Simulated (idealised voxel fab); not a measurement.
The following is a process module called voxel wiring stack.
This is section cut - it's 210 nm across, gridded in 5 nm square cells.
We lay out every cross-section as a grid of square cells and spell it out in bands from the top down, where one band means one or more rows of cells. Top, bottom (nm), then materials left to right with widths (nm); lone material tagged "full width" fills the whole band edge to edge; "blank" = empty space. Below 0: as-received wafer, all one material; heights counted from there. Lowest band: no bottom, goes on down, written "0 and below". It should be noted that a width expressed as "30->40" varies in equal increments from row to row of cells within the band, taking the value of the first number at the top row and that of the second number at the bottom row. Key: "remains unaltered" - step with no changed cell in the cross-section. The list in "Unvented cavities" covers empty spaces of 8 cells or more that cannot reach the top through any open way, and it gives each as width x height at distance; the distance is from the left edge, and width, height and distance are in nm. The remark found on a step's line after its settings is issued by the simulator itself and pertains to that step. overlay nm: how far to the right of its planned place the mask lay on this masked step (negative: to the left). Reading guide: pairs of cross-sections, before and after one process step; after view cut off at lowest changed band; step and settings listed under each pair. Pairs may stem from different runs of this module on the same starting wafer; continuity with the pair above only where the "Before the process" entry states it.

## Before the process
- 45 down to 30  resist 20, then blank 30, then resist 15, then blank 30, then resist 15, then blank 30, then resist 15, then blank 30, then resist 25
- 30 down to 20  lowk full width
- 20 down to 15  SiCN full width
- 15 down to 0  SiO2 full width
- 0 and below  Si full width
- Unvented cavities: none

## Section After Processing
- 45 down to 30  resist 20, then blank 30, then resist 15, then blank 30, then resist 15, then blank 30, then resist 15, then blank 30, then resist 25
- 30 down to 20  lowk 20, then blank 30, then lowk 15, then blank 30, then lowk 15, then blank 30, then lowk 15, then blank 30, then lowk 25
- Whatever lies below 20 is exactly as it was before.
- Unvented cavities: none
In between the before and after cross-sections above, the step is DIRECTIONAL_ETCH, etch materials lowk, depth nm 15

Before the process: no separate figure, the pair right above already shows it after its step.

## Section After Processing
- 45 down to 30  resist 20, then blank 30, then resist 15, then blank 30, then resist 15, then blank 30, then resist 15, then blank 30, then resist 25
- 30 down to 20  lowk 20, then blank 30, then lowk 15, then blank 30, then lowk 15, then blank 30, then lowk 15, then blank 30, then lowk 25
- 20 down to 15  SiCN 20, then blank 30, then SiCN 15, then blank 30, then SiCN 15, then blank 30, then SiCN 15, then blank 30, then SiCN 25
- Whatever lies below 15 is exactly as it was before.
- Unvented cavities: none
In between the before and after cross-sections above, the step is DIRECTIONAL_ETCH, etch materials SiCN, depth nm 5

Before the process: no separate figure, the pair right above already shows it after its step.

## Section After Processing
- 30 down to 20  lowk 20, then blank 30, then lowk 15, then blank 30, then lowk 15, then blank 30, then lowk 15, then blank 30, then lowk 25
- Whatever lies below 20 is exactly as it was before.
- Unvented cavities: none
In between the before and after cross-sections above, the step is STRIP, etch materials resist

Before the process: no separate figure, the pair right above already shows it after its step.

## Section After Processing
- 35 down to 30  TiN 25, then blank 20, then TiN 25, then blank 20, then TiN 25, then blank 20, then TiN 25, then blank 20, then TiN 30
- 30 down to 20  lowk 20, then TiN 5, then blank 20, then TiN 5, then lowk 15, then TiN 5, then blank 20, then TiN 5, then lowk 15, then TiN 5, then blank 20, then TiN 5, then lowk 15, then TiN 5, then blank 20, then TiN 5, then lowk 25
- 20 down to 15  SiCN 20, then TiN 30, then SiCN 15, then TiN 30, then SiCN 15, then TiN 30, then SiCN 15, then TiN 30, then SiCN 25
- Whatever lies below 15 is exactly as it was before.
- Unvented cavities: none
In between the before and after cross-sections above, the step is CONFORMAL_DEP, material TiN, thk nm 5

Before the process: no separate figure, the pair right above already shows it after its step.

## Section After Processing
- 40 down to 35  W full width
- 35 down to 30  TiN 25, then W 20, then TiN 25, then W 20, then TiN 25, then W 20, then TiN 25, then W 20, then TiN 30
- 30 down to 20  lowk 20, then TiN 5, then W 20, then TiN 5, then lowk 15, then TiN 5, then W 20, then TiN 5, then lowk 15, then TiN 5, then W 20, then TiN 5, then lowk 15, then TiN 5, then W 20, then TiN 5, then lowk 25
- Whatever lies below 20 is exactly as it was before.
- Unvented cavities: none
In between the before and after cross-sections above, the step is FILL_DEP, material W, thk nm 5

Before the process: no separate figure, the pair right above already shows it after its step.

## Section After Processing
- 35 down to 30  TiN 25, then W 20, then TiN 25, then W 20, then TiN 25, then W 20, then TiN 25, then W 20, then TiN 30
- Whatever lies below 30 is exactly as it was before.
- Unvented cavities: none
In between the before and after cross-sections above, the step is CMP, height nm 35

Before the process: no separate figure, the pair right above already shows it after its step.

## Section After Processing
- 40 down to 35  SiCN full width
- Whatever lies below 35 is exactly as it was before.
- Unvented cavities: none
In between the before and after cross-sections above, the step is CONFORMAL_DEP, material SiCN, thk nm 5

Before the process: no separate figure, the pair right above already shows it after its step.

## Section After Processing
- 60 down to 40  lowk full width
- Whatever lies below 40 is exactly as it was before.
- Unvented cavities: none
In between the before and after cross-sections above, the step is DIRECTIONAL_DEP, material lowk, thk nm 20

Before the process: no separate figure, the pair right above already shows it after its step.

## Section After Processing
- 80 down to 60  resist 20, then blank 15, then resist 30, then blank 15, then resist 30, then blank 15, then resist 30, then blank 15, then resist 40
- Whatever lies below 60 is exactly as it was before.
- Unvented cavities: none
In between the before and after cross-sections above, the step is PATTERN, tone open, mask id PLUG_1, material resist, width nm 15, pitch nm 45, thk nm 20, overlay nm 0

Before the process: no separate figure, the pair right above already shows it after its step.

## Section After Processing
- 80 down to 60  resist 20, then blank 15, then resist 30, then blank 15, then resist 30, then blank 15, then resist 30, then blank 15, then resist 40
- 60 down to 40  lowk 20, then blank 15, then lowk 30, then blank 15, then lowk 30, then blank 15, then lowk 30, then blank 15, then lowk 40
- Whatever lies below 40 is exactly as it was before.
- Unvented cavities: none
In between the before and after cross-sections above, the step is DIRECTIONAL_ETCH, etch materials lowk, depth nm 20

Before the process: no separate figure, the pair right above already shows it after its step.

## Section After Processing
- 80 down to 60  resist 20, then blank 15, then resist 30, then blank 15, then resist 30, then blank 15, then resist 30, then blank 15, then resist 40
- 60 down to 40  lowk 20, then blank 15, then lowk 30, then blank 15, then lowk 30, then blank 15, then lowk 30, then blank 15, then lowk 40
- 40 down to 35  SiCN 20, then blank 15, then SiCN 30, then blank 15, then SiCN 30, then blank 15, then SiCN 30, then blank 15, then SiCN 40
- Whatever lies below 35 is exactly as it was before.
- Unvented cavities: none
In between the before and after cross-sections above, the step is DIRECTIONAL_ETCH, etch materials SiCN, depth nm 5

Before the process: no separate figure, the pair right above already shows it after its step.

## Section After Processing
- 60 down to 40  lowk 20, then blank 15, then lowk 30, then blank 15, then lowk 30, then blank 15, then lowk 30, then blank 15, then lowk 40
- Whatever lies below 40 is exactly as it was before.
- Unvented cavities: none
In between the before and after cross-sections above, the step is STRIP, etch materials resist

Before the process: no separate figure, the pair right above already shows it after its step.

## Section After Processing
- 65 down to 60  TiN 25, then blank 5, then TiN 40, then blank 5, then TiN 40, then blank 5, then TiN 40, then blank 5, then TiN 45
- 60 down to 40  lowk 20, then TiN 5, then blank 5, then TiN 5, then lowk 30, then TiN 5, then blank 5, then TiN 5, then lowk 30, then TiN 5, then blank 5, then TiN 5, then lowk 30, then TiN 5, then blank 5, then TiN 5, then lowk 40
- 40 down to 35  SiCN 20, then TiN 15, then SiCN 30, then TiN 15, then SiCN 30, then TiN 15, then SiCN 30, then TiN 15, then SiCN 40
- Whatever lies below 35 is exactly as it was before.
- Unvented cavities: none
In between the before and after cross-sections above, the step is CONFORMAL_DEP, material TiN, thk nm 5

Before the process: no separate figure, the pair right above already shows it after its step.

## Section After Processing
- 75 down to 65  Ru full width
- 65 down to 60  TiN 25, then Ru 5, then TiN 40, then Ru 5, then TiN 40, then Ru 5, then TiN 40, then Ru 5, then TiN 45
- 60 down to 40  lowk 20, then TiN 5, then Ru 5, then TiN 5, then lowk 30, then TiN 5, then Ru 5, then TiN 5, then lowk 30, then TiN 5, then Ru 5, then TiN 5, then lowk 30, then TiN 5, then Ru 5, then TiN 5, then lowk 40
- Whatever lies below 40 is exactly as it was before.
- Unvented cavities: none
In between the before and after cross-sections above, the step is FILL_DEP, material Ru, thk nm 10

Before the process: no separate figure, the pair right above already shows it after its step.

## Section After Processing
- 60 down to 40  lowk 20, then TiN 5, then Ru 5, then TiN 5, then lowk 30, then TiN 5, then Ru 5, then TiN 5, then lowk 30, then TiN 5, then Ru 5, then TiN 5, then lowk 30, then TiN 5, then Ru 5, then TiN 5, then lowk 40
- Whatever lies below 40 is exactly as it was before.
- Unvented cavities: none
In between the before and after cross-sections above, the step is CMP, height nm 60

Before the process: no separate figure, the pair right above already shows it after its step.

## Section After Processing
- 65 down to 60  TiN full width
- Whatever lies below 60 is exactly as it was before.
- Unvented cavities: none
In between the before and after cross-sections above, the step is DIRECTIONAL_DEP, material TiN, thk nm 5

Before the process: no separate figure, the pair right above already shows it after its step.

## Section After Processing
- 90 down to 65  W full width
- Whatever lies below 65 is exactly as it was before.
- Unvented cavities: none
In between the before and after cross-sections above, the step is DIRECTIONAL_DEP, material W, thk nm 25

Before the process: no separate figure, the pair right above already shows it after its step.

## Section After Processing
- 100 down to 90  aC full width
- Whatever lies below 90 is exactly as it was before.
- Unvented cavities: none
In between the before and after cross-sections above, the step is DIRECTIONAL_DEP, material aC, thk nm 10

Before the process: no separate figure, the pair right above already shows it after its step.

## Section After Processing
- 130 down to 100  blank 20, then resist 30, then blank 15, then resist 30, then blank 15, then resist 30, then blank 15, then resist 30, then blank 25
- Whatever lies below 100 is exactly as it was before.
- Unvented cavities: none
In between the before and after cross-sections above, the step is PATTERN, tone cover, mask id METAL_2, material resist, width nm 30, pitch nm 45, thk nm 30, overlay nm 0

Before the process: no separate figure, the pair right above already shows it after its step.

## Section After Processing
- 120 down to 100  blank 20, then resist 30, then blank 15, then resist 30, then blank 15, then resist 30, then blank 15, then resist 30, then blank 25
- 100 down to 90  blank 20, then aC 30, then blank 15, then aC 30, then blank 15, then aC 30, then blank 15, then aC 30, then blank 25
- Whatever lies below 90 is exactly as it was before.
- Unvented cavities: none
In between the before and after cross-sections above, the step is DIRECTIONAL_ETCH, etch materials aC, depth nm 10

Before the process: no separate figure, the pair right above already shows it after its step.

## Section After Processing
- 100 down to 90  blank 20, then aC 30, then blank 15, then aC 30, then blank 15, then aC 30, then blank 15, then aC 30, then blank 25
- Whatever lies below 90 is exactly as it was before.
- Unvented cavities: none
In between the before and after cross-sections above, the step is STRIP, etch materials resist

Before the process: no separate figure, the pair right above already shows it after its step.

## Section After Processing
- 100 down to 90  blank 20, then aC 30, then blank 15, then aC 30, then blank 15, then aC 30, then blank 15, then aC 30, then blank 25
- 90 down to 65  blank 20, then W 30, then blank 15, then W 30, then blank 15, then W 30, then blank 15, then W 30, then blank 25
- Whatever lies below 65 is exactly as it was before.
- Unvented cavities: none
In between the before and after cross-sections above, the step is DIRECTIONAL_ETCH, etch materials W, depth nm 25

Before the process: no separate figure, the pair right above already shows it after its step.

## Section After Processing
- 100 down to 90  blank 20, then aC 30, then blank 15, then aC 30, then blank 15, then aC 30, then blank 15, then aC 30, then blank 25
- 90 down to 65  blank 20, then W 30, then blank 15, then W 30, then blank 15, then W 30, then blank 15, then W 30, then blank 25
- 65 down to 60  blank 20, then TiN 30, then blank 15, then TiN 30, then blank 15, then TiN 30, then blank 15, then TiN 30, then blank 25
- Whatever lies below 60 is exactly as it was before.
- Unvented cavities: none
In between the before and after cross-sections above, the step is DIRECTIONAL_ETCH, etch materials TiN, depth nm 5

Before the process: no separate figure, the pair right above already shows it after its step.

## Section After Processing
- 90 down to 65  blank 20, then W 30, then blank 15, then W 30, then blank 15, then W 30, then blank 15, then W 30, then blank 25
- Whatever lies below 65 is exactly as it was before.
- Unvented cavities: none
In between the before and after cross-sections above, the step is STRIP, etch materials aC

Before the process: no separate figure, the pair right above already shows it after its step.

## Section After Processing
- 95 down to 90  lowk full width
- 90 down to 65  lowk 20, then W 30, then lowk 15, then W 30, then lowk 15, then W 30, then lowk 15, then W 30, then lowk 25
- 65 down to 60  lowk 20, then TiN 30, then lowk 15, then TiN 30, then lowk 15, then TiN 30, then lowk 15, then TiN 30, then lowk 25
- Whatever lies below 60 is exactly as it was before.
- Unvented cavities: none
In between the before and after cross-sections above, the step is FILL_DEP, material lowk, thk nm 5

Before the process: no separate figure, the pair right above already shows it after its step.

## Section After Processing
- 90 down to 65  lowk 20, then W 30, then lowk 15, then W 30, then lowk 15, then W 30, then lowk 15, then W 30, then lowk 25
- Whatever lies below 65 is exactly as it was before.
- Unvented cavities: none
In between the before and after cross-sections above, the step is CMP, height nm 90

Before the process: no separate figure, the pair right above already shows it after its step.

## Section After Processing
- 95 down to 90  SiCN full width
- Whatever lies below 90 is exactly as it was before.
- Unvented cavities: none
In between the before and after cross-sections above, the step is CONFORMAL_DEP, material SiCN, thk nm 5

Before the process: no separate figure, the pair right above already shows it after its step.

## Section After Processing
- 130 down to 95  SiO2 full width
- Whatever lies below 95 is exactly as it was before.
- Unvented cavities: none
In between the before and after cross-sections above, the step is DIRECTIONAL_DEP, material SiO2, thk nm 35

Before the process: no separate figure, the pair right above already shows it after its step.

## Section After Processing
- 150 down to 130  resist 20, then blank 15, then resist 30, then blank 15, then resist 30, then blank 15, then resist 30, then blank 15, then resist 40
- Whatever lies below 130 is exactly as it was before.
- Unvented cavities: none
In between the before and after cross-sections above, the step is PATTERN, tone open, mask id METAL_3_HOLES, material resist, width nm 15, pitch nm 45, thk nm 20, overlay nm 0

Before the process: no separate figure, the pair right above already shows it after its step.

## Section After Processing
- 150 down to 130  resist 20, then blank 15, then resist 30, then blank 15, then resist 30, then blank 15, then resist 30, then blank 15, then resist 40
- 130 down to 95  SiO2 20, then blank 15, then SiO2 30, then blank 15, then SiO2 30, then blank 15, then SiO2 30, then blank 15, then SiO2 40
- Whatever lies below 95 is exactly as it was before.
- Unvented cavities: none
In between the before and after cross-sections above, the step is DIRECTIONAL_ETCH, etch materials SiO2, depth nm 35

Before the process: no separate figure, the pair right above already shows it after its step.

## Section After Processing
- 130 down to 95  SiO2 20, then blank 15, then SiO2 30, then blank 15, then SiO2 30, then blank 15, then SiO2 30, then blank 15, then SiO2 40
- Whatever lies below 95 is exactly as it was before.
- Unvented cavities: none
In between the before and after cross-sections above, the step is STRIP, etch materials resist

Before the process: no separate figure, the pair right above already shows it after its step.

## Section After Processing
- 145 down to 130  aC 20, then blank 15, then aC 30, then blank 15, then aC 30, then blank 15, then aC 30, then blank 15, then aC 40
- 130 down to 110  SiO2 20, then blank 15, then SiO2 30, then blank 15, then SiO2 30, then blank 15, then SiO2 30, then blank 15, then SiO2 40
- 110 down to 95  SiO2 20, then aC 15, then SiO2 30, then aC 15, then SiO2 30, then aC 15, then SiO2 30, then aC 15, then SiO2 40
- Whatever lies below 95 is exactly as it was before.
- Unvented cavities: none
In between the before and after cross-sections above, the step is DIRECTIONAL_DEP, material aC, thk nm 15

Before the process: no separate figure, the pair right above already shows it after its step.

## Section After Processing
- 175 down to 145  resist 20, then blank 30, then resist 15, then blank 30, then resist 15, then blank 30, then resist 15, then blank 30, then resist 25
- Whatever lies below 145 is exactly as it was before.
- Unvented cavities: none
In between the before and after cross-sections above, the step is PATTERN, tone open, mask id METAL_3, material resist, width nm 30, pitch nm 45, thk nm 30, overlay nm 0

Before the process: no separate figure, the pair right above already shows it after its step.

## Section After Processing
- 160 down to 145  resist 20, then blank 30, then resist 15, then blank 30, then resist 15, then blank 30, then resist 15, then blank 30, then resist 25
- 145 down to 130  aC 20, then blank 30, then aC 15, then blank 30, then aC 15, then blank 30, then aC 15, then blank 30, then aC 25
- 130 down to 95  SiO2 20, then blank 15, then SiO2 30, then blank 15, then SiO2 30, then blank 15, then SiO2 30, then blank 15, then SiO2 40
- Whatever lies below 95 is exactly as it was before.
- Unvented cavities: none
In between the before and after cross-sections above, the step is DIRECTIONAL_ETCH, etch materials aC, depth nm 15

Before the process: no separate figure, the pair right above already shows it after its step.

## Section After Processing
- 145 down to 130  aC 20, then blank 30, then aC 15, then blank 30, then aC 15, then blank 30, then aC 15, then blank 30, then aC 25
- Whatever lies below 130 is exactly as it was before.
- Unvented cavities: none
In between the before and after cross-sections above, the step is STRIP, etch materials resist

Before the process: no separate figure, the pair right above already shows it after its step.

## Section After Processing
- 145 down to 130  aC 20, then blank 30, then aC 15, then blank 30, then aC 15, then blank 30, then aC 15, then blank 30, then aC 25
- 130 down to 110  SiO2 20, then blank 30, then SiO2 15, then blank 30, then SiO2 15, then blank 30, then SiO2 15, then blank 30, then SiO2 25
- Whatever lies below 110 is exactly as it was before.
- Unvented cavities: none
In between the before and after cross-sections above, the step is DIRECTIONAL_ETCH, etch materials SiO2, depth nm 20

Before the process: no separate figure, the pair right above already shows it after its step.

## Section After Processing
- 145 down to 130  aC 20, then blank 30, then aC 15, then blank 30, then aC 15, then blank 30, then aC 15, then blank 30, then aC 25
- 130 down to 110  SiO2 20, then blank 30, then SiO2 15, then blank 30, then SiO2 15, then blank 30, then SiO2 15, then blank 30, then SiO2 25
- 110 down to 95  SiO2 20, then blank 15, then SiO2 30, then blank 15, then SiO2 30, then blank 15, then SiO2 30, then blank 15, then SiO2 40
- 95 down to 90  SiCN 20, then blank 15, then SiCN 30, then blank 15, then SiCN 30, then blank 15, then SiCN 30, then blank 15, then SiCN 40
- Whatever lies below 90 is exactly as it was before.
- Unvented cavities: none
In between the before and after cross-sections above, the step is DIRECTIONAL_ETCH, etch materials SiCN, depth nm 5

Before the process: no separate figure, the pair right above already shows it after its step.

## Section After Processing
- 130 down to 110  SiO2 20, then blank 30, then SiO2 15, then blank 30, then SiO2 15, then blank 30, then SiO2 15, then blank 30, then SiO2 25
- Whatever lies below 110 is exactly as it was before.
- Unvented cavities: none
In between the before and after cross-sections above, the step is STRIP, etch materials aC

Before the process: no separate figure, the pair right above already shows it after its step.

## Section After Processing
- 135 down to 130  TiN 25, then blank 20, then TiN 25, then blank 20, then TiN 25, then blank 20, then TiN 25, then blank 20, then TiN 30
- 130 down to 115  SiO2 20, then TiN 5, then blank 20, then TiN 5, then SiO2 15, then TiN 5, then blank 20, then TiN 5, then SiO2 15, then TiN 5, then blank 20, then TiN 5, then SiO2 15, then TiN 5, then blank 20, then TiN 5, then SiO2 25
- 115 down to 110  SiO2 20, then TiN 5, then blank 5, then TiN 20, then SiO2 15, then TiN 5, then blank 5, then TiN 20, then SiO2 15, then TiN 5, then blank 5, then TiN 20, then SiO2 15, then TiN 5, then blank 5, then TiN 20, then SiO2 25
- 110 down to 95  SiO2 20, then TiN 5, then blank 5, then TiN 5, then SiO2 30, then TiN 5, then blank 5, then TiN 5, then SiO2 30, then TiN 5, then blank 5, then TiN 5, then SiO2 30, then TiN 5, then blank 5, then TiN 5, then SiO2 40
- 95 down to 90  SiCN 20, then TiN 15, then SiCN 30, then TiN 15, then SiCN 30, then TiN 15, then SiCN 30, then TiN 15, then SiCN 40
- Whatever lies below 90 is exactly as it was before.
- Unvented cavities: none
In between the before and after cross-sections above, the step is CONFORMAL_DEP, material TiN, thk nm 5

Before the process: no separate figure, the pair right above already shows it after its step.

## Section After Processing
- 145 down to 135  Ru full width
- 135 down to 130  TiN 25, then Ru 20, then TiN 25, then Ru 20, then TiN 25, then Ru 20, then TiN 25, then Ru 20, then TiN 30
- 130 down to 115  SiO2 20, then TiN 5, then Ru 20, then TiN 5, then SiO2 15, then TiN 5, then Ru 20, then TiN 5, then SiO2 15, then TiN 5, then Ru 20, then TiN 5, then SiO2 15, then TiN 5, then Ru 20, then TiN 5, then SiO2 25
- 115 down to 110  SiO2 20, then TiN 5, then Ru 5, then TiN 20, then SiO2 15, then TiN 5, then Ru 5, then TiN 20, then SiO2 15, then TiN 5, then Ru 5, then TiN 20, then SiO2 15, then TiN 5, then Ru 5, then TiN 20, then SiO2 25
- 110 down to 95  SiO2 20, then TiN 5, then Ru 5, then TiN 5, then SiO2 30, then TiN 5, then Ru 5, then TiN 5, then SiO2 30, then TiN 5, then Ru 5, then TiN 5, then SiO2 30, then TiN 5, then Ru 5, then TiN 5, then SiO2 40
- Whatever lies below 95 is exactly as it was before.
- Unvented cavities: none
In between the before and after cross-sections above, the step is FILL_DEP, material Ru, thk nm 10

Before the process: no separate figure, the pair right above already shows it after its step.

## Section After Processing
- 130 down to 115  SiO2 20, then TiN 5, then Ru 20, then TiN 5, then SiO2 15, then TiN 5, then Ru 20, then TiN 5, then SiO2 15, then TiN 5, then Ru 20, then TiN 5, then SiO2 15, then TiN 5, then Ru 20, then TiN 5, then SiO2 25
- Whatever lies below 115 is exactly as it was before.
- Unvented cavities: none
In between the before and after cross-sections above, the step is CMP, height nm 130

Before the process: no separate figure, the pair right above already shows it after its step.

## Section After Processing
- 135 down to 130  SiN full width
- Whatever lies below 130 is exactly as it was before.
- Unvented cavities: none
In between the before and after cross-sections above, the step is CONFORMAL_DEP, material SiN, thk nm 5

## Before the process
- 60 down to 40  lowk full width
- 40 down to 35  SiCN full width
- 35 down to 20  lowk 20, then TiN 5, then W 20, then TiN 5, then lowk 15, then TiN 5, then W 20, then TiN 5, then lowk 15, then TiN 5, then W 20, then TiN 5, then lowk 15, then TiN 5, then W 20, then TiN 5, then lowk 25
- 20 down to 15  SiCN 20, then TiN 30, then SiCN 15, then TiN 30, then SiCN 15, then TiN 30, then SiCN 15, then TiN 30, then SiCN 25
- 15 down to 0  SiO2 full width
- 0 and below  Si full width
- Unvented cavities: none

## Section After Processing
- 80 down to 60  resist 20, then blank 20, then resist 25, then blank 20, then resist 25, then blank 20, then resist 25, then blank 20, then resist 35
- Whatever lies below 60 is exactly as it was before.
- Unvented cavities: none
In between the before and after cross-sections above, the step is PATTERN, tone open, mask id PLUG_1, material resist, width nm 20, pitch nm 45, thk nm 20, overlay nm 0

Before the process: no separate figure, the pair right above already shows it after its step.

## Section After Processing
- 80 down to 60  resist 20, then blank 20, then resist 25, then blank 20, then resist 25, then blank 20, then resist 25, then blank 20, then resist 35
- 60 down to 40  lowk 20, then blank 20, then lowk 25, then blank 20, then lowk 25, then blank 20, then lowk 25, then blank 20, then lowk 35
- Whatever lies below 40 is exactly as it was before.
- Unvented cavities: none
In between the before and after cross-sections above, the step is DIRECTIONAL_ETCH, etch materials lowk, depth nm 20

Before the process: no separate figure, the pair right above already shows it after its step.

## Section After Processing
- 80 down to 60  resist 20, then blank 20, then resist 25, then blank 20, then resist 25, then blank 20, then resist 25, then blank 20, then resist 35
- 60 down to 40  lowk 20, then blank 20, then lowk 25, then blank 20, then lowk 25, then blank 20, then lowk 25, then blank 20, then lowk 35
- 40 down to 35  SiCN 20, then blank 20, then SiCN 25, then blank 20, then SiCN 25, then blank 20, then SiCN 25, then blank 20, then SiCN 35
- Whatever lies below 35 is exactly as it was before.
- Unvented cavities: none
In between the before and after cross-sections above, the step is DIRECTIONAL_ETCH, etch materials SiCN, depth nm 5

Before the process: no separate figure, the pair right above already shows it after its step.

## Section After Processing
- 60 down to 40  lowk 20, then blank 20, then lowk 25, then blank 20, then lowk 25, then blank 20, then lowk 25, then blank 20, then lowk 35
- Whatever lies below 40 is exactly as it was before.
- Unvented cavities: none
In between the before and after cross-sections above, the step is STRIP, etch materials resist

Before the process: no separate figure, the pair right above already shows it after its step.

## Section After Processing
- 65 down to 60  TiN 25, then blank 10, then TiN 35, then blank 10, then TiN 35, then blank 10, then TiN 35, then blank 10, then TiN 40
- 60 down to 40  lowk 20, then TiN 5, then blank 10, then TiN 5, then lowk 25, then TiN 5, then blank 10, then TiN 5, then lowk 25, then TiN 5, then blank 10, then TiN 5, then lowk 25, then TiN 5, then blank 10, then TiN 5, then lowk 35
- 40 down to 35  SiCN 20, then TiN 20, then SiCN 25, then TiN 20, then SiCN 25, then TiN 20, then SiCN 25, then TiN 20, then SiCN 35
- Whatever lies below 35 is exactly as it was before.
- Unvented cavities: none
In between the before and after cross-sections above, the step is CONFORMAL_DEP, material TiN, thk nm 5

Before the process: no separate figure, the pair right above already shows it after its step.

## Section After Processing
- 75 down to 65  Ru full width
- 65 down to 60  TiN 25, then Ru 10, then TiN 35, then Ru 10, then TiN 35, then Ru 10, then TiN 35, then Ru 10, then TiN 40
- 60 down to 40  lowk 20, then TiN 5, then Ru 10, then TiN 5, then lowk 25, then TiN 5, then Ru 10, then TiN 5, then lowk 25, then TiN 5, then Ru 10, then TiN 5, then lowk 25, then TiN 5, then Ru 10, then TiN 5, then lowk 35
- Whatever lies below 40 is exactly as it was before.
- Unvented cavities: none
In between the before and after cross-sections above, the step is FILL_DEP, material Ru, thk nm 10

Before the process: no separate figure, the pair right above already shows it after its step.

## Section After Processing
- 60 down to 40  lowk 20, then TiN 5, then Ru 10, then TiN 5, then lowk 25, then TiN 5, then Ru 10, then TiN 5, then lowk 25, then TiN 5, then Ru 10, then TiN 5, then lowk 25, then TiN 5, then Ru 10, then TiN 5, then lowk 35
- Whatever lies below 40 is exactly as it was before.
- Unvented cavities: none
In between the before and after cross-sections above, the step is CMP, height nm 60

Before the process: no separate figure, the pair right above already shows it after its step.

## Section After Processing
- 65 down to 60  TiN full width
- Whatever lies below 60 is exactly as it was before.
- Unvented cavities: none
In between the before and after cross-sections above, the step is DIRECTIONAL_DEP, material TiN, thk nm 5

Before the process: no separate figure, the pair right above already shows it after its step.

## Section After Processing
- 90 down to 65  W full width
- Whatever lies below 65 is exactly as it was before.
- Unvented cavities: none
In between the before and after cross-sections above, the step is DIRECTIONAL_DEP, material W, thk nm 25

Before the process: no separate figure, the pair right above already shows it after its step.

## Section After Processing
- 100 down to 90  aC full width
- Whatever lies below 90 is exactly as it was before.
- Unvented cavities: none
In between the before and after cross-sections above, the step is DIRECTIONAL_DEP, material aC, thk nm 10

Before the process: no separate figure, the pair right above already shows it after its step.

## Section After Processing
- 130 down to 100  blank 20, then resist 30, then blank 15, then resist 30, then blank 15, then resist 30, then blank 15, then resist 30, then blank 25
- Whatever lies below 100 is exactly as it was before.
- Unvented cavities: none
In between the before and after cross-sections above, the step is PATTERN, tone cover, mask id METAL_2, material resist, width nm 30, pitch nm 45, thk nm 30, overlay nm 0

Before the process: no separate figure, the pair right above already shows it after its step.

## Section After Processing
- 120 down to 100  blank 20, then resist 30, then blank 15, then resist 30, then blank 15, then resist 30, then blank 15, then resist 30, then blank 25
- 100 down to 90  blank 20, then aC 30, then blank 15, then aC 30, then blank 15, then aC 30, then blank 15, then aC 30, then blank 25
- Whatever lies below 90 is exactly as it was before.
- Unvented cavities: none
In between the before and after cross-sections above, the step is DIRECTIONAL_ETCH, etch materials aC, depth nm 10

Before the process: no separate figure, the pair right above already shows it after its step.

## Section After Processing
- 100 down to 90  blank 20, then aC 30, then blank 15, then aC 30, then blank 15, then aC 30, then blank 15, then aC 30, then blank 25
- Whatever lies below 90 is exactly as it was before.
- Unvented cavities: none
In between the before and after cross-sections above, the step is STRIP, etch materials resist

Before the process: no separate figure, the pair right above already shows it after its step.

## Section After Processing
- 100 down to 90  blank 20, then aC 30, then blank 15, then aC 30, then blank 15, then aC 30, then blank 15, then aC 30, then blank 25
- 90 down to 65  blank 20, then W 30, then blank 15, then W 30, then blank 15, then W 30, then blank 15, then W 30, then blank 25
- Whatever lies below 65 is exactly as it was before.
- Unvented cavities: none
In between the before and after cross-sections above, the step is DIRECTIONAL_ETCH, etch materials W, depth nm 25

Before the process: no separate figure, the pair right above already shows it after its step.

## Section After Processing
- 100 down to 90  blank 20, then aC 30, then blank 15, then aC 30, then blank 15, then aC 30, then blank 15, then aC 30, then blank 25
- 90 down to 65  blank 20, then W 30, then blank 15, then W 30, then blank 15, then W 30, then blank 15, then W 30, then blank 25
- 65 down to 60  blank 20, then TiN 30, then blank 15, then TiN 30, then blank 15, then TiN 30, then blank 15, then TiN 30, then blank 25
- Whatever lies below 60 is exactly as it was before.
- Unvented cavities: none
In between the before and after cross-sections above, the step is DIRECTIONAL_ETCH, etch materials TiN, depth nm 5

Before the process: no separate figure, the pair right above already shows it after its step.

## Section After Processing
- 90 down to 65  blank 20, then W 30, then blank 15, then W 30, then blank 15, then W 30, then blank 15, then W 30, then blank 25
- Whatever lies below 65 is exactly as it was before.
- Unvented cavities: none
In between the before and after cross-sections above, the step is STRIP, etch materials aC

Before the process: no separate figure, the pair right above already shows it after its step.

## Section After Processing
- 95 down to 90  lowk full width
- 90 down to 65  lowk 20, then W 30, then lowk 15, then W 30, then lowk 15, then W 30, then lowk 15, then W 30, then lowk 25
- 65 down to 60  lowk 20, then TiN 30, then lowk 15, then TiN 30, then lowk 15, then TiN 30, then lowk 15, then TiN 30, then lowk 25
- Whatever lies below 60 is exactly as it was before.
- Unvented cavities: none
In between the before and after cross-sections above, the step is FILL_DEP, material lowk, thk nm 5

Before the process: no separate figure, the pair right above already shows it after its step.

## Section After Processing
- 90 down to 65  lowk 20, then W 30, then lowk 15, then W 30, then lowk 15, then W 30, then lowk 15, then W 30, then lowk 25
- Whatever lies below 65 is exactly as it was before.
- Unvented cavities: none
In between the before and after cross-sections above, the step is CMP, height nm 90

Before the process: no separate figure, the pair right above already shows it after its step.

## Section After Processing
- 95 down to 90  SiCN full width
- Whatever lies below 90 is exactly as it was before.
- Unvented cavities: none
In between the before and after cross-sections above, the step is CONFORMAL_DEP, material SiCN, thk nm 5

Before the process: no separate figure, the pair right above already shows it after its step.

## Section After Processing
- 130 down to 95  SiO2 full width
- Whatever lies below 95 is exactly as it was before.
- Unvented cavities: none
In between the before and after cross-sections above, the step is DIRECTIONAL_DEP, material SiO2, thk nm 35

Before the process: no separate figure, the pair right above already shows it after its step.

## Section After Processing
- 150 down to 130  resist 20, then blank 15, then resist 30, then blank 15, then resist 30, then blank 15, then resist 30, then blank 15, then resist 40
- Whatever lies below 130 is exactly as it was before.
- Unvented cavities: none
In between the before and after cross-sections above, the step is PATTERN, tone open, mask id METAL_3_HOLES, material resist, width nm 15, pitch nm 45, thk nm 20, overlay nm 0

Before the process: no separate figure, the pair right above already shows it after its step.

## Section After Processing
- 150 down to 130  resist 20, then blank 15, then resist 30, then blank 15, then resist 30, then blank 15, then resist 30, then blank 15, then resist 40
- 130 down to 95  SiO2 20, then blank 15, then SiO2 30, then blank 15, then SiO2 30, then blank 15, then SiO2 30, then blank 15, then SiO2 40
- Whatever lies below 95 is exactly as it was before.
- Unvented cavities: none
In between the before and after cross-sections above, the step is DIRECTIONAL_ETCH, etch materials SiO2, depth nm 35
